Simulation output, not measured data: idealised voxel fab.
You're looking at the process module voxel self aligned vias.
Square cells of 5 nm make up the cross-section cut, whose width is 225 nm.
Reading order for cross-sections: top band down to bottom band. Underlying form: a grid of square cells. Band size: one or more rows of cells.
Look at the band entry: it leads with the top's height and the bottom's height in nm. Then it lists the materials left to right, with a width in nm for each. The word "edge to edge" on a single material says that material fills the band edge to edge. The word "air" is empty space.
Heads up on the height convention: 0 is the point under which the incoming wafer is all one material, and the lowest band has no bottom, it just keeps going down, like "0 nm and below".
The notation "30..40" denotes a width that varies across the rows of cells in the band, beginning at the first number in the top row, finishing at the second number in the bottom row, and changing by an identical amount from each row to the next.
"no alteration" means the step left every cell of the cross-section as it was.
Empty spaces without an open route to the top, at least 8 cells in extent, make up the entry "Enclosed void catalog"; each is given as width x height at distance, where the distance is measured from the left edge, and all are in nm.
Past the settings on a step's line: simulator remark, on that step.
"overlay nm" denotes, for a step that has a mask, the displacement of the mask to the right of its planned place, with negative values corresponding to the left.
Below is the list of planned process steps
1: RECEIVE | material Si
2: CONFORMAL_DEP | material SiO2 | thk nm 15
3: CONFORMAL_DEP | material SiCN | thk nm 5
4: DIRECTIONAL_DEP | material SiO2 | thk nm 20
5: DIRECTIONAL_DEP | material aC | thk nm 15
6: PATTERN | tone open | mask id LINES | material resist | width nm 20 | pitch nm 50 | thk nm 35 | overlay nm 0
7: DIRECTIONAL_ETCH | etch materials aC | depth nm 15
8: STRIP | etch materials resist
9: DIRECTIONAL_ETCH | etch materials SiO2 | depth nm 20
10: STRIP | etch materials aC
11: CONFORMAL_DEP | material TiN | thk nm 5
12: FILL_DEP | material W | thk nm 5
13: CMP | height nm 40
14: SELECTIVE_ETCH | etch materials W Ru TiN | depth nm 5
15: FILL_DEP | material SiN | thk nm 5
16: CMP | height nm 40
17: DIRECTIONAL_DEP | material SiO2 | thk nm 15
18: DIRECTIONAL_DEP | material aC | thk nm 15
19: PATTERN | tone open | mask id VIAS | material resist | width nm 30 | pitch nm 50 | thk nm 30 | overlay nm 0
20: DIRECTIONAL_ETCH | etch materials aC | depth nm 15
21: STRIP | etch materials resist
22: DIRECTIONAL_ETCH | etch materials SiO2 | depth nm 15
23: DIRECTIONAL_ETCH | etch materials SiN | depth nm 5
24: STRIP | etch materials aC
25: CONFORMAL_DEP | material TiN | thk nm 5
26: FILL_DEP | material Cu | thk nm 10
27: CMP | height nm 55
28: CONFORMAL_DEP | material SiCN | thk nm 5
Cross-sectional view of the wafer in its as-received condition, corresponding to the state after step 1
0 nm and below | Si edge to edge
Enclosed void catalog: none
End-of-module cross-section. Starting structure and process plan as above; one mistake made in running it
60 nm to 55 nm | SiCN edge to edge
55 nm to 45 nm | 70 SiO2 | 5 TiN | 20 Cu | 5 TiN | 20 SiO2 | 5 TiN | 20 Cu | 5 TiN | 75 SiO2
45 nm to 40 nm | 70 SiO2 | 30 TiN | 20 SiO2 | 30 TiN | 75 SiO2
40 nm to 35 nm | SiCN edge to edge
35 nm to 0 nm | SiO2 edge to edge
0 nm and below | Si edge to edge
Enclosed void catalog: none
So what did we get wrong on this run? the processing plan was not followed for steps 3 and 4, which were run with their positions exchanged
